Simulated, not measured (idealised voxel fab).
Process module, titled voxel transistor to metal
Section cut is 170 nm wide and gridded with 5 nm square cells.
This document writes a cross-section as a grid whose cells are square, and gives it as bands, listed from the top down; one or more rows of cells form a band. For a band, the entry starts with two heights in nm, that of the top and then that of the bottom, and carries on with the band's materials in order from left to right, each alongside its width in nm; the word "everywhere" beside a single material means it fills the band edge to edge, and "empty" means empty space. Ref level 0: as-received wafer is one material below here. Bottom band extends down with no lower bound ("0..down"). Quick explanation for "30 to 40": the width changes in equal steps down the rows of cells, from the first number in the band's top row to the second number in its bottom row. What does "nothing changed" mean for a step? It means no cell of the cross-section changed in that step. In "Closed empty spaces" the enclosed voids are listed, meaning empty spaces of 8 cells or larger without any opening to the top. The form is width x height at distance, distance from the left edge, units nm. after a step's settings: what the simulator itself notes on the step. "overlay nm" denotes, for a step that has a mask, the displacement of the mask to the right of its planned place, with negative values corresponding to the left.

-- List of planned process steps
1: RECEIVE, material Si
2: CONFORMAL_DEP, material SiO2, thk nm 5
3: CONFORMAL_DEP, material SiN, thk nm 15
4: PATTERN, tone cover, mask id ACTIVE, material resist, width nm 85, thk nm 20, overlay nm 0
5: DIRECTIONAL_ETCH, etch materials SiN, depth nm 15
6: DIRECTIONAL_ETCH, etch materials SiO2, depth nm 5
7: DIRECTIONAL_ETCH, etch materials Si, depth nm 25
8: STRIP, etch materials resist
9: OXIDIZE, depth nm 5
10: FILL_DEP, material SiO2, thk nm 5
11: CMP, height nm 20
12: SELECTIVE_ETCH, etch materials SiO2, depth nm 5
13: STRIP, etch materials SiN
14: SELECTIVE_ETCH, etch materials SiO2, depth nm 5
15: OXIDIZE, depth nm 5
16: DIRECTIONAL_DEP, material polySi, thk nm 25
17: DIRECTIONAL_DEP, material SiCN, thk nm 15
18: PATTERN, tone cover, mask id GATE, material resist, width nm 15, thk nm 20, overlay nm 0
19: DIRECTIONAL_ETCH, etch materials SiCN, depth nm 25
20: DIRECTIONAL_ETCH, etch materials polySi, depth nm 35
21: STRIP, etch materials resist
22: CONFORMAL_DEP, material SiN, thk nm 10
23: DIRECTIONAL_ETCH, etch materials SiN, depth nm 10
24: DIRECTIONAL_ETCH, etch materials SiO2, depth nm 5
25: DIRECTIONAL_ETCH, etch materials Si, depth nm 15
26: EPI, material nSi, thk nm 15
27: FILL_DEP, material SiO2, thk nm 5
28: CMP, height nm 40
29: DIRECTIONAL_DEP, material SiO2, thk nm 15
30: MASKED_ETCH, tone open, mask id CONTACT, width nm 15, pitch nm 60, etch materials SiO2, depth nm 60, overlay nm 0
31: CONFORMAL_DEP, material TiN, thk nm 5
32: FILL_DEP, material Ru, thk nm 5
33: CMP, height nm 55
34: DIRECTIONAL_DEP, material TiN, thk nm 5
35: DIRECTIONAL_DEP, material Ru, thk nm 15
36: MASKED_ETCH, tone cover, mask id METAL_1, width nm 15, pitch nm 60, etch materials Ru, depth nm 15, overlay nm 0
37: MASKED_ETCH, tone cover, mask id METAL_1, width nm 15, pitch nm 60, etch materials TiN, depth nm 5, overlay nm 0
38: FILL_DEP, material lowk, thk nm 10
39: CMP, height nm 75
40: CONFORMAL_DEP, material SiCN, thk nm 5
41: DIRECTIONAL_DEP, material SiO2, thk nm 25
42: PATTERN, tone open, mask id METAL_2, material resist, width nm 15, pitch nm 60, thk nm 15, overlay nm 0
43: DIRECTIONAL_ETCH, etch materials SiO2, depth nm 15
44: STRIP, etch materials resist
45: DIRECTIONAL_DEP, material aC, thk nm 15
46: PATTERN, tone open, mask id METAL_2_HOLES, material resist, width nm 15, pitch nm 60, thk nm 35, overlay nm 0
47: DIRECTIONAL_ETCH, etch materials aC, depth nm 15
48: STRIP, etch materials resist
49: DIRECTIONAL_ETCH, etch materials SiO2, depth nm 10
50: DIRECTIONAL_ETCH, etch materials SiCN, depth nm 5
51: STRIP, etch materials aC
52: CONFORMAL_DEP, material TiN, thk nm 5
53: FILL_DEP, material Ru, thk nm 5
54: CMP, height nm 105
55: CONFORMAL_DEP, material SiCN, thk nm 5

-- This is the cross-section of the wafer as we received it, i.e. after step 1
	0..down | Si everywhere
	Closed empty spaces: none

-- Looking at the first of two wafers in cross-section at end of module - ran to plan
	110..105 | SiCN everywhere
	105..80 | SiO2 45 | TiN 5 | Ru 5 | TiN 5 | SiO2 45 | TiN 5 | Ru 5 | TiN 5 | SiO2 50
	80..75 | SiCN 45 | TiN 15 | SiCN 45 | TiN 15 | SiCN 50
	75..60 | lowk 45 | Ru 15 | lowk 45 | Ru 15 | lowk 50
	60..55 | lowk 45 | TiN 15 | lowk 45 | TiN 15 | lowk 50
	55..40 | SiO2 45 | TiN 5 | Ru 5 | TiN 5 | SiO2 45 | TiN 5 | Ru 5 | TiN 5 | SiO2 50
	40..25 | SiO2 45 | TiN 5 | Ru 5 | TiN 5 | SiO2 5 | SiN 10 | SiCN 15 | SiN 10 | SiO2 5 | TiN 5 | Ru 5 | TiN 5 | SiO2 50
	25..15 | SiO2 45 | TiN 5 | Ru 5 | TiN 5 | SiO2 5 | SiN 10 | polySi 15 | SiN 10 | SiO2 5 | TiN 5 | Ru 5 | TiN 5 | SiO2 50
	15..10 | SiO2 45 | TiN 15 | SiO2 5 | SiN 10 | polySi 15 | SiN 10 | SiO2 5 | TiN 15 | SiO2 50
	10..0 | SiO2 35 | SiN 10 | TiN 5 | nSi 15 | SiN 10 | polySi 15 | SiN 10 | nSi 15 | TiN 5 | SiN 10 | SiO2 40
	0..-5 | SiO2 45 | TiN 5 | nSi 15 | SiO2 35 | nSi 15 | TiN 5 | SiO2 50
	-5..-20 | SiO2 45 | nSi 20 | Si 35 | nSi 20 | SiO2 50
	-20..-30 | SiO2 45 | Si 75 | SiO2 50
	-30..down | Si everywhere
	Closed empty spaces: none

-- Wafer two, end of module, cross-section. Same start, same plan as wafer one. One mistake in the run
	110..105 | SiCN everywhere
	105..80 | SiO2 45 | TiN 5 | Ru 5 | TiN 5 | SiO2 45 | TiN 5 | Ru 5 | TiN 5 | SiO2 50
	80..75 | SiCN 45 | TiN 15 | SiCN 45 | TiN 15 | SiCN 50
	75..60 | lowk 45 | Ru 15 | lowk 45 | Ru 15 | lowk 50
	60..55 | lowk 45 | TiN 15 | lowk 45 | TiN 15 | lowk 50
	55..40 | SiO2 45 | TiN 5 | Ru 5 | TiN 5 | SiO2 45 | TiN 5 | Ru 5 | TiN 5 | SiO2 50
	40..25 | SiO2 45 | TiN 5 | Ru 5 | TiN 5 | SiO2 5 | SiN 10 | SiCN 15 | SiN 10 | SiO2 5 | TiN 5 | Ru 5 | TiN 5 | SiO2 50
	25..15 | SiO2 45 | TiN 5 | Ru 5 | TiN 5 | SiO2 5 | SiN 10 | polySi 15 | SiN 10 | SiO2 5 | TiN 5 | Ru 5 | TiN 5 | SiO2 50
	15..10 | SiO2 45 | TiN 15 | SiO2 5 | SiN 10 | polySi 15 | SiN 10 | SiO2 5 | TiN 15 | SiO2 50
	10..5 | SiO2 35 | SiN 10 | TiN 5 | nSi 15 | SiN 10 | polySi 15 | SiN 10 | nSi 15 | TiN 5 | SiN 10 | SiO2 40
	5..0 | SiO2 35 | SiN 10 | nSi 20 | SiN 10 | polySi 15 | SiN 10 | nSi 20 | SiN 10 | SiO2 40
	0..-5 | SiO2 35 | SiN 10 | nSi 20 | SiO2 35 | nSi 20 | SiN 10 | SiO2 40
	-5..-10 | SiO2 50 | nSi 15 | Si 35 | nSi 15 | SiO2 55
	-10..-20 | SiO2 45 | Si 5 | nSi 15 | Si 35 | nSi 15 | Si 5 | SiO2 50
	-20..-30 | SiO2 45 | Si 75 | SiO2 50
	-30..down | Si everywhere
	Closed empty spaces: none
Plan not followed: plan step 2 was not performed, having been skipped
End of process, cell counts, second wafer against first, materials with more or fewer: Si +4, SiN +4, SiO2 -2, TiN -4, nSi -2
